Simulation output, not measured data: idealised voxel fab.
The following is a process module called voxel transistor to metal.
For reference, the cross-section in this document is cut, with width 260 nm and square cells of 5 nm.
Notation: cross-section as square-cell grid; stated in bands, top first, going down; one or more cell rows per band. Read a band's entry like this: the first values are the height of its top and the height of its bottom in nm, and what follows is the sequence of materials from left to right, each with its width in nm. Note that "blank" is empty space, and that a single material marked "throughout" reaches across the band from edge to edge. The reference from which all heights are counted is 0, the level beneath which the as-received wafer is entirely one material; the lowest band, having no lower bound, proceeds downward and is written after the example "z 0 and below". Note: "30..40" means the width goes from the first number (top row of the band) to the second number (bottom row) in equal steps per row of cells. Take "no change" at face value: in the step it is given for, the cross-section changed in none of its cells. Look at "Catalogued sealed voids" for the closed voids: empty spaces with no open path to the top, sized 8 cells or up. Each is width x height at distance, distance from the left edge, all nm. Heads up: the bit after the settings on a step's line is the simulator's remark on that step. overlay nm: mask right of planned place by this much (step with mask). Neg. = left.

-- Listed below are the process steps as planned
step 1: RECEIVE | material Si
step 2: CONFORMAL_DEP | material SiO2 | thk nm 5
step 3: CONFORMAL_DEP | material SiN | thk nm 10
step 4: DIRECTIONAL_DEP | material aC | thk nm 10
step 5: PATTERN | tone cover | mask id ACTIVE | material resist | width nm 100 | pitch nm 130 | thk nm 30 | overlay nm 0
step 6: DIRECTIONAL_ETCH | etch materials aC | depth nm 10
step 7: STRIP | etch materials resist
step 8: DIRECTIONAL_ETCH | etch materials SiN | depth nm 10
step 9: DIRECTIONAL_ETCH | etch materials SiO2 | depth nm 5
step 10: DIRECTIONAL_ETCH | etch materials Si | depth nm 25
step 11: STRIP | etch materials aC
step 12: OXIDIZE | depth nm 5
step 13: FILL_DEP | material SiO2 | thk nm 5
step 14: CMP | height nm 15
step 15: SELECTIVE_ETCH | etch materials SiO2 | depth nm 10
step 16: STRIP | etch materials SiN
step 17: SELECTIVE_ETCH | etch materials SiO2 | depth nm 5
step 18: OXIDIZE | depth nm 5
step 19: DIRECTIONAL_DEP | material polySi | thk nm 30
step 20: DIRECTIONAL_DEP | material SiCN | thk nm 15
step 21: PATTERN | tone cover | mask id GATE | material resist | width nm 20 | pitch nm 130 | thk nm 15 | overlay nm 0
step 22: DIRECTIONAL_ETCH | etch materials SiCN | depth nm 25
step 23: DIRECTIONAL_ETCH | etch materials polySi | depth nm 40
step 24: STRIP | etch materials resist
step 25: CONFORMAL_DEP | material SiO2 | thk nm 5
step 26: DIRECTIONAL_ETCH | etch materials SiO2 | depth nm 5
step 27: CONFORMAL_DEP | material SiN | thk nm 10
step 28: DIRECTIONAL_ETCH | etch materials SiN | depth nm 10
step 29: DIRECTIONAL_ETCH | etch materials SiO2 | depth nm 5
step 30: DIRECTIONAL_ETCH | etch materials Si | depth nm 15
step 31: EPI | material pSi | thk nm 20
step 32: FILL_DEP | material SiO2 | thk nm 10
step 33: CMP | height nm 45
step 34: DIRECTIONAL_DEP | material SiO2 | thk nm 10
step 35: PATTERN | tone open | mask id CONTACT | material resist | width nm 15 | pitch nm 65 | thk nm 15 | overlay nm 0
step 36: DIRECTIONAL_ETCH | etch materials SiO2 | depth nm 40
step 37: STRIP | etch materials resist
step 38: CONFORMAL_DEP | material TiN | thk nm 5
step 39: FILL_DEP | material Ru | thk nm 5
step 40: CMP | height nm 55
step 41: CONFORMAL_DEP | material SiCN | thk nm 5
step 42: DIRECTIONAL_DEP | material lowk | thk nm 15
step 43: DIRECTIONAL_DEP | material aC | thk nm 15
step 44: PATTERN | tone open | mask id METAL_1 | material resist | width nm 15 | pitch nm 65 | thk nm 30 | overlay nm 0
step 45: DIRECTIONAL_ETCH | etch materials aC | depth nm 15
step 46: STRIP | etch materials resist
step 47: DIRECTIONAL_ETCH | etch materials lowk | depth nm 15
step 48: DIRECTIONAL_ETCH | etch materials SiCN | depth nm 5
step 49: STRIP | etch materials aC
step 50: CONFORMAL_DEP | material TiN | thk nm 5
step 51: FILL_DEP | material W | thk nm 10
step 52: CMP | height nm 75
step 53: EPI | material Ru | thk nm 5
step 54: FILL_DEP | material SiCN | thk nm 5

-- Cross-sectional view of the wafer in its as-received condition, corresponding to the state after step 1
  z 0 and below: Si throughout
  Catalogued sealed voids: none

-- End-of-module cross-section of the first of two wafers, processed as planned
  z 85 to 80: SiCN throughout
  z 80 to 75: SiCN 20 | Ru 25 | SiCN 40 | Ru 25 | SiCN 40 | Ru 25 | SiCN 40 | Ru 25 | SiCN 20
  z 75 to 60: lowk 25 | TiN 5 | W 5 | TiN 5 | lowk 50 | TiN 5 | W 5 | TiN 5 | lowk 50 | TiN 5 | W 5 | TiN 5 | lowk 50 | TiN 5 | W 5 | TiN 5 | lowk 25
  z 60 to 55: SiCN 25 | TiN 15 | SiCN 50 | TiN 15 | SiCN 50 | TiN 15 | SiCN 50 | TiN 15 | SiCN 25
  z 55 to 45: SiO2 25 | TiN 5 | Ru 5 | TiN 5 | SiO2 50 | TiN 5 | Ru 5 | TiN 5 | SiO2 50 | TiN 5 | Ru 5 | TiN 5 | SiO2 50 | TiN 5 | Ru 5 | TiN 5 | SiO2 25
  z 45 to 30: SiO2 25 | TiN 5 | Ru 5 | TiN 5 | SiN 10 | SiO2 5 | SiCN 20 | SiO2 5 | SiN 10 | TiN 5 | Ru 5 | TiN 5 | SiO2 50 | TiN 5 | Ru 5 | TiN 5 | SiN 10 | SiO2 5 | SiCN 20 | SiO2 5 | SiN 10 | TiN 5 | Ru 5 | TiN 5 | SiO2 25
  z 30 to 20: SiO2 25 | TiN 5 | Ru 5 | TiN 5 | SiN 10 | SiO2 5 | polySi 20 | SiO2 5 | SiN 10 | TiN 5 | Ru 5 | TiN 5 | SiO2 50 | TiN 5 | Ru 5 | TiN 5 | SiN 10 | SiO2 5 | polySi 20 | SiO2 5 | SiN 10 | TiN 5 | Ru 5 | TiN 5 | SiO2 25
  z 20 to 15: SiO2 25 | TiN 15 | SiN 10 | SiO2 5 | polySi 20 | SiO2 5 | SiN 10 | TiN 15 | SiO2 50 | TiN 15 | SiN 10 | SiO2 5 | polySi 20 | SiO2 5 | SiN 10 | TiN 15 | SiO2 25
  z 15 to 0: SiO2 20 | pSi 20 | SiN 10 | SiO2 5 | polySi 20 | SiO2 5 | SiN 10 | pSi 20 | SiO2 40 | pSi 20 | SiN 10 | SiO2 5 | polySi 20 | SiO2 5 | SiN 10 | pSi 20 | SiO2 20
  z 0 to -5: SiO2 15 | pSi 25 | SiO2 50 | pSi 25 | SiO2 30 | pSi 25 | SiO2 50 | pSi 25 | SiO2 15
  z -5 to -20: SiO2 20 | pSi 20 | Si 50 | pSi 20 | SiO2 40 | pSi 20 | Si 50 | pSi 20 | SiO2 20
  z -20 to -30: SiO2 20 | Si 90 | SiO2 40 | Si 90 | SiO2 20
  z -30 and below: Si throughout
  Catalogued sealed voids: none

-- Module end: cross-section of wafer two of two. Same start and process plan as the first wafer. One mistake during execution
  z 85 to 80: SiCN throughout
  z 80 to 75: SiCN 20 | Ru 25 | SiCN 40 | Ru 25 | SiCN 40 | Ru 25 | SiCN 40 | Ru 25 | SiCN 20
  z 75 to 70: SiCN 25 | TiN 15 | SiCN 50 | TiN 15 | SiCN 50 | TiN 15 | SiCN 50 | TiN 15 | SiCN 25
  z 70 to 55: lowk throughout
  z 55 to 45: SiO2 25 | TiN 5 | Ru 5 | TiN 5 | SiO2 50 | TiN 5 | Ru 5 | TiN 5 | SiO2 50 | TiN 5 | Ru 5 | TiN 5 | SiO2 50 | TiN 5 | Ru 5 | TiN 5 | SiO2 25
  z 45 to 30: SiO2 25 | TiN 5 | Ru 5 | TiN 5 | SiN 10 | SiO2 5 | SiCN 20 | SiO2 5 | SiN 10 | TiN 5 | Ru 5 | TiN 5 | SiO2 50 | TiN 5 | Ru 5 | TiN 5 | SiN 10 | SiO2 5 | SiCN 20 | SiO2 5 | SiN 10 | TiN 5 | Ru 5 | TiN 5 | SiO2 25
  z 30 to 20: SiO2 25 | TiN 5 | Ru 5 | TiN 5 | SiN 10 | SiO2 5 | polySi 20 | SiO2 5 | SiN 10 | TiN 5 | Ru 5 | TiN 5 | SiO2 50 | TiN 5 | Ru 5 | TiN 5 | SiN 10 | SiO2 5 | polySi 20 | SiO2 5 | SiN 10 | TiN 5 | Ru 5 | TiN 5 | SiO2 25
  z 20 to 15: SiO2 25 | TiN 15 | SiN 10 | SiO2 5 | polySi 20 | SiO2 5 | SiN 10 | TiN 15 | SiO2 50 | TiN 15 | SiN 10 | SiO2 5 | polySi 20 | SiO2 5 | SiN 10 | TiN 15 | SiO2 25
  z 15 to 0: SiO2 20 | pSi 20 | SiN 10 | SiO2 5 | polySi 20 | SiO2 5 | SiN 10 | pSi 20 | SiO2 40 | pSi 20 | SiN 10 | SiO2 5 | polySi 20 | SiO2 5 | SiN 10 | pSi 20 | SiO2 20
  z 0 to -5: SiO2 15 | pSi 25 | SiO2 50 | pSi 25 | SiO2 30 | pSi 25 | SiO2 50 | pSi 25 | SiO2 15
  z -5 to -20: SiO2 20 | pSi 20 | Si 50 | pSi 20 | SiO2 40 | pSi 20 | Si 50 | pSi 20 | SiO2 20
  z -20 to -30: SiO2 20 | Si 90 | SiO2 40 | Si 90 | SiO2 20
  z -30 and below: Si throughout
  Catalogued sealed voids: none
Deviation from plan: steps 41 and 42 of the plan were run in the wrong order, each in the other's place
The closing comparison, in cells, has the second wafer with more or fewer of some materials than the first: TiN: 24 fewer; W: 12 fewer; lowk: 36 more
